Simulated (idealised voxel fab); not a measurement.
This is a process module. Its name is voxel self aligned vias.
Each square cell in cross-section cut measures 5 nm, and the section as a whole is 210 nm wide.
In what follows, cross-sections appear as grids of square cells, described through bands that run from the top down, where every band is one or more rows of cells.
Quick guide to a band line: top height, bottom height (nm) up front; then every material left to right with its width in nm. Only one material and it's marked "throughout"? Then it fills the band edge to edge. And "empty" just means empty space.
Heights from 0 (as-received wafer is one material below). Bottom band endless downward, as "from 0 down".
It should be noted that a width expressed as "30..40" varies in equal increments from row to row of cells within the band, taking the value of the first number at the top row and that of the second number at the bottom row.
Step marked "no change"? Then no cell in the cross-section changed in it.
"Cavities, sealed" lists enclosed empty spaces (at least 8 cells, no open path upward to the top), each as width x height at distance from the left edge, in nm.
On each step's line, the part that comes after the settings is the simulator's own comment on the step.
overlay nm: where the mask lay relative to plan, measured to the right, on steps with a mask; negatives go left.
Planned process steps:
1: RECEIVE [material Si]
2: CONFORMAL_DEP [material SiO2] [thk nm 15]
3: CONFORMAL_DEP [material SiCN] [thk nm 5]
4: DIRECTIONAL_DEP [material SiO2] [thk nm 30]
5: DIRECTIONAL_DEP [material aC] [thk nm 15]
6: PATTERN [tone open] [mask id LINES] [material resist] [width nm 30] [pitch nm 65] [thk nm 30] [overlay nm 0]
7: DIRECTIONAL_ETCH [etch materials aC] [depth nm 15]
8: STRIP [etch materials resist]
9: DIRECTIONAL_ETCH [etch materials SiO2] [depth nm 30]
10: STRIP [etch materials aC]
11: CONFORMAL_DEP [material TiN] [thk nm 5]
12: FILL_DEP [material W] [thk nm 10]
13: CMP [height nm 50]
14: SELECTIVE_ETCH [etch materials W Ru TiN] [depth nm 5]
15: FILL_DEP [material SiN] [thk nm 10]
16: CMP [height nm 50]
17: DIRECTIONAL_DEP [material SiO2] [thk nm 20]
18: PATTERN [tone open] [mask id VIAS] [material resist] [width nm 40] [thk nm 15] [overlay nm 0]
19: DIRECTIONAL_ETCH [etch materials SiO2] [depth nm 20]
20: DIRECTIONAL_ETCH [etch materials SiN] [depth nm 5]
21: STRIP [etch materials resist]
22: CONFORMAL_DEP [material TiN] [thk nm 5]
23: FILL_DEP [material Ru] [thk nm 10]
24: CMP [height nm 70]
25: CONFORMAL_DEP [material SiN] [thk nm 5]
Cross-section: wafer on arrival = after step 1:
* from 0 down  Si throughout
* Cavities, sealed: none
A wafer at the end: this start, this plan, one mistake:
* from 75 to 70  SiN throughout
* from 70 to 50  SiO2 50; TiN 5; Ru 30; TiN 5; SiO2 120
* from 50 to 45  SiN 50; TiN 40; SiN 120
* from 45 to 40  W throughout
* from 40 to 35  TiN 60; W 20; TiN 45; W 20; TiN 65
* from 35 to 10  SiO2 55; TiN 5; W 20; TiN 5; SiO2 35; TiN 5; W 20; TiN 5; SiO2 60
* from 10 to 5  SiO2 55; TiN 30; SiO2 35; TiN 30; SiO2 60
* from 5 to 0  SiCN throughout
* from 0 down  Si throughout
* Cavities, sealed: none
Finding, execution versus plan: step 2 of the plan was bypassed and not carried out
